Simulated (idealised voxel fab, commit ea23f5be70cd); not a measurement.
process module | voxel self aligned vias
cross-section cut | 185 nm wide | cells 5 nm
A cross-section is a grid of square cells, given in bands from the top down. A band is one or more rows of cells.
Each band's line starts with the height of the band's top and of its bottom, in nm. Then come its materials from left to right, each with its width in nm. One material with "throughout" fills the band from edge to edge. "air" is empty space.
Height 0 is the level under which the wafer as received is all one material. The lowest band goes on downwards, as in "0 down".
A width such as "30 to 40" changes by the same amount from each row of cells to the next, from the band's top row to its bottom row.
"no change" after a step means that no cell of the cross-section changed.
closed voids: empty space of 8 cells or more with no open way to the top, each as width x height at its distance from the left edge, in nm
after a step's settings: what the simulator itself notes on the step
overlay nm, on a step with a mask: how far to the right of its planned place the mask lay; to the left if negative
plan
1 op RECEIVE | material Si
2 op CONFORMAL_DEP | material SiO2 | thk nm 10
3 op CONFORMAL_DEP | material SiCN | thk nm 5
4 op DIRECTIONAL_DEP | material SiO2 | thk nm 25
5 op MASKED_ETCH | tone open | mask id LINES | width nm 20 | pitch nm 70 | etch materials SiO2 | depth nm 25 | overlay nm 0
6 op CONFORMAL_DEP | material TiN | thk nm 5
7 op FILL_DEP | material Ru | thk nm 10
8 op CMP | height nm 40
9 op SELECTIVE_ETCH | etch materials W Ru TiN | depth nm 10
10 op FILL_DEP | material SiN | thk nm 10
11 op CMP | height nm 40
12 op DIRECTIONAL_DEP | material SiO2 | thk nm 15
13 op DIRECTIONAL_DEP | material aC | thk nm 10
14 op PATTERN | tone open | mask id VIAS | material resist | width nm 40 | pitch nm 70 | thk nm 25 | overlay nm 0
15 op DIRECTIONAL_ETCH | etch materials aC | depth nm 10
16 op STRIP | etch materials resist
17 op DIRECTIONAL_ETCH | etch materials SiO2 | depth nm 15
18 op DIRECTIONAL_ETCH | etch materials SiN | depth nm 10
19 op STRIP | etch materials aC
20 op CONFORMAL_DEP | material TiN | thk nm 5
21 op FILL_DEP | material Ru | thk nm 5
22 op CMP | height nm 55
23 op CONFORMAL_DEP | material SiN | thk nm 5
first wafer, as planned
as received, after step 1
  0 down: Si throughout
  closed voids: none
after step 2
  10 to 0: SiO2 throughout
  below 0: unchanged
after step 3
  15 to 10: SiCN throughout
  below 10: unchanged
after step 4
  40 to 15: SiO2 throughout
  below 15: unchanged
after step 5
  40 to 15: SiO2 45 | air 20 | SiO2 50 | air 20 | SiO2 50
  below 15: unchanged
after step 6
  45 to 40: TiN 50 | air 10 | TiN 60 | air 10 | TiN 55
  40 to 20: SiO2 45 | TiN 5 | air 10 | TiN 5 | SiO2 50 | TiN 5 | air 10 | TiN 5 | SiO2 50
  20 to 15: SiO2 45 | TiN 20 | SiO2 50 | TiN 20 | SiO2 50
  below 15: unchanged
after step 7
  55 to 45: Ru throughout
  45 to 40: TiN 50 | Ru 10 | TiN 60 | Ru 10 | TiN 55
  40 to 20: SiO2 45 | TiN 5 | Ru 10 | TiN 5 | SiO2 50 | TiN 5 | Ru 10 | TiN 5 | SiO2 50
  below 20: unchanged
after step 8
  40 to 20: SiO2 45 | TiN 5 | Ru 10 | TiN 5 | SiO2 50 | TiN 5 | Ru 10 | TiN 5 | SiO2 50
  below 20: unchanged
after step 9
  40 to 30: SiO2 45 | air 20 | SiO2 50 | air 20 | SiO2 50
  below 30: unchanged
after step 10
  50 to 40: SiN throughout
  40 to 30: SiO2 45 | SiN 20 | SiO2 50 | SiN 20 | SiO2 50
  below 30: unchanged
after step 11
  40 to 30: SiO2 45 | SiN 20 | SiO2 50 | SiN 20 | SiO2 50
  below 30: unchanged
after step 12
  55 to 40: SiO2 throughout
  below 40: unchanged
after step 13
  65 to 55: aC throughout
  below 55: unchanged
after step 14
  90 to 65: resist 35 | air 40 | resist 30 | air 40 | resist 40
  below 65: unchanged
after step 15
  80 to 65: resist 35 | air 40 | resist 30 | air 40 | resist 40
  65 to 55: aC 35 | air 40 | aC 30 | air 40 | aC 40
  below 55: unchanged
after step 16
  65 to 55: aC 35 | air 40 | aC 30 | air 40 | aC 40
  below 55: unchanged
after step 17
  65 to 55: aC 35 | air 40 | aC 30 | air 40 | aC 40
  55 to 40: SiO2 35 | air 40 | SiO2 30 | air 40 | SiO2 40
  below 40: unchanged
after step 18
  65 to 55: aC 35 | air 40 | aC 30 | air 40 | aC 40
  55 to 40: SiO2 35 | air 40 | SiO2 30 | air 40 | SiO2 40
  40 to 30: SiO2 45 | air 20 | SiO2 50 | air 20 | SiO2 50
  below 30: unchanged
after step 19
  55 to 40: SiO2 35 | air 40 | SiO2 30 | air 40 | SiO2 40
  below 40: unchanged
after step 20
  60 to 55: TiN 40 | air 30 | TiN 40 | air 30 | TiN 45
  55 to 45: SiO2 35 | TiN 5 | air 30 | TiN 5 | SiO2 30 | TiN 5 | air 30 | TiN 5 | SiO2 40
  45 to 35: SiO2 35 to 45 | TiN 15 to 5 | air 10 | TiN 15 to 5 | SiO2 30 to 50 | TiN 15 to 5 | air 10 | TiN 15 to 5 | SiO2 40 to 50
  35 to 30: SiO2 45 | TiN 20 | SiO2 50 | TiN 20 | SiO2 50
  below 30: unchanged
after step 21
  65 to 60: Ru throughout
  60 to 55: TiN 40 | Ru 30 | TiN 40 | Ru 30 | TiN 45
  55 to 45: SiO2 35 | TiN 5 | Ru 30 | TiN 5 | SiO2 30 | TiN 5 | Ru 30 | TiN 5 | SiO2 40
  45 to 35: SiO2 35 to 45 | TiN 15 to 5 | Ru 10 | TiN 15 to 5 | SiO2 30 to 50 | TiN 15 to 5 | Ru 10 | TiN 15 to 5 | SiO2 40 to 50
  below 35: unchanged
after step 22
  55 to 45: SiO2 35 | TiN 5 | Ru 30 | TiN 5 | SiO2 30 | TiN 5 | Ru 30 | TiN 5 | SiO2 40
  below 45: unchanged
after step 23
  60 to 55: SiN throughout
  below 55: unchanged
second wafer: like start, like plan, one mistake. Through step 16 it matches the first wafer
when step 17 should have ended
  65 to 55: aC 35 | air 40 | aC 30 | air 40 | aC 40
  55 to 40: SiO2 35 | air 40 | SiO2 30 | air 40 | SiO2 40
  40 to 30: SiO2 35 | air 10 | SiN 20 | air 10 | SiO2 30 | air 10 | SiN 20 | air 10 | SiO2 40
  30 to 25: SiO2 35 | air 10 | TiN 5 | Ru 10 | TiN 5 | air 10 | SiO2 30 | air 10 | TiN 5 | Ru 10 | TiN 5 | air 10 | SiO2 40
  below 25: unchanged
when step 18 should have ended
  65 to 55: aC 35 | air 40 | aC 30 | air 40 | aC 40
  55 to 30: SiO2 35 | air 40 | SiO2 30 | air 40 | SiO2 40
  below 30: unchanged
when step 19 should have ended
  55 to 30: SiO2 35 | air 40 | SiO2 30 | air 40 | SiO2 40
  below 30: unchanged
when step 20 should have ended
  60 to 55: TiN 40 | air 30 | TiN 40 | air 30 | TiN 45
  55 to 35: SiO2 35 | TiN 5 | air 30 | TiN 5 | SiO2 30 | TiN 5 | air 30 | TiN 5 | SiO2 40
  35 to 30: SiO2 35 | TiN 40 | SiO2 30 | TiN 40 | SiO2 40
  30 to 20: SiO2 35 to 45 | TiN 15 to 5 | Ru 10 | TiN 15 to 5 | SiO2 30 to 50 | TiN 15 to 5 | Ru 10 | TiN 15 to 5 | SiO2 40 to 50
  below 20: unchanged
when step 21 should have ended
  65 to 60: Ru throughout
  60 to 55: TiN 40 | Ru 30 | TiN 40 | Ru 30 | TiN 45
  55 to 35: SiO2 35 | TiN 5 | Ru 30 | TiN 5 | SiO2 30 | TiN 5 | Ru 30 | TiN 5 | SiO2 40
  below 35: unchanged
when step 22 should have ended
  55 to 35: SiO2 35 | TiN 5 | Ru 30 | TiN 5 | SiO2 30 | TiN 5 | Ru 30 | TiN 5 | SiO2 40
  below 35: unchanged
when step 23 should have ended
  60 to 55: SiN throughout
  below 55: unchanged
what went wrong: step 17 was run twice
at the end the second wafer has, in cells: 16 more of Ru | 24 fewer of SiO2 | 8 more of TiN
